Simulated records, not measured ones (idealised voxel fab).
process module | voxel lift off
cross-section cut | 285 nm wide | cells 5 nm
A cross-section is a grid of square cells, given in bands from the top down. A band is one or more rows of cells.
Each band's line starts with the height of the band's top and of its bottom, in nm. Then come its materials from left to right, each with its width in nm. One material with "throughout" fills the band from edge to edge. "air" is empty space.
Height 0 is the level under which the wafer as received is all one material. The lowest band goes on downwards, as in "0 down".
A width such as "30 to 40" changes by the same amount from each row of cells to the next, from the band's top row to its bottom row.
"no change" after a step means that no cell of the cross-section changed.
closed voids: empty space of 8 cells or more with no open way to the top, each as width x height at its distance from the left edge, in nm
after a step's settings: what the simulator itself notes on the step
overlay nm, on a step with a mask: how far to the right of its planned place the mask lay; to the left if negative
plan
1 op RECEIVE | material Si
2 op CONFORMAL_DEP | material Al2O3 | thk nm 15
3 op PATTERN | tone open | mask id LINES | material resist | width nm 25 | pitch nm 40 | thk nm 20 | overlay nm 0
4 op DIRECTIONAL_DEP | material Ru | thk nm 5
5 op STRIP | etch materials resist
6 op CONFORMAL_DEP | material SiO2 | thk nm 10
first wafer, as planned
as received, after step 1
  0 down: Si throughout
  closed voids: none
after step 2
  15 to 0: Al2O3 throughout
  below 0: unchanged
after step 3
  35 to 15: resist 110 | air 25 | resist 15 | air 25 | resist 110
  below 15: unchanged
after step 4
  40 to 35: Ru 110 | air 25 | Ru 15 | air 25 | Ru 110
  35 to 20: resist 110 | air 25 | resist 15 | air 25 | resist 110
  20 to 15: resist 110 | Ru 25 | resist 15 | Ru 25 | resist 110
  below 15: unchanged
after step 5
  20 to 15: air 110 | Ru 25 | air 15 | Ru 25 | air 110
  below 15: unchanged
after step 6
  30 to 25: air 100 | SiO2 85 | air 100
  25 to 20: SiO2 throughout
  20 to 15: SiO2 110 | Ru 25 | SiO2 15 | Ru 25 | SiO2 110
  below 15: unchanged
second wafer: like start, like plan, one mistake. Through step 2 it matches the first wafer
when step 3 should have ended
  35 to 15: resist 115 | air 15 | resist 25 | air 15 | resist 115
  below 15: unchanged
when step 4 should have ended
  40 to 35: Ru 115 | air 15 | Ru 25 | air 15 | Ru 115
  35 to 20: resist 115 | air 15 | resist 25 | air 15 | resist 115
  20 to 15: resist 115 | Ru 15 | resist 25 | Ru 15 | resist 115
  below 15: unchanged
when step 5 should have ended
  20 to 15: air 115 | Ru 15 | air 25 | Ru 15 | air 115
  below 15: unchanged
when step 6 should have ended
  30 to 25: air 105 | SiO2 35 | air 5 | SiO2 35 | air 105
  25 to 20: SiO2 throughout
  20 to 15: SiO2 115 | Ru 15 | SiO2 25 | Ru 15 | SiO2 115
  below 15: unchanged
what went wrong: step 3 ran as: op PATTERN | tone open | mask id LINES | material resist | width nm 15 | pitch nm 40 | thk nm 20 | overlay nm 0
at the end the second wafer has, in cells: 4 fewer of Ru | 1 more of SiO2
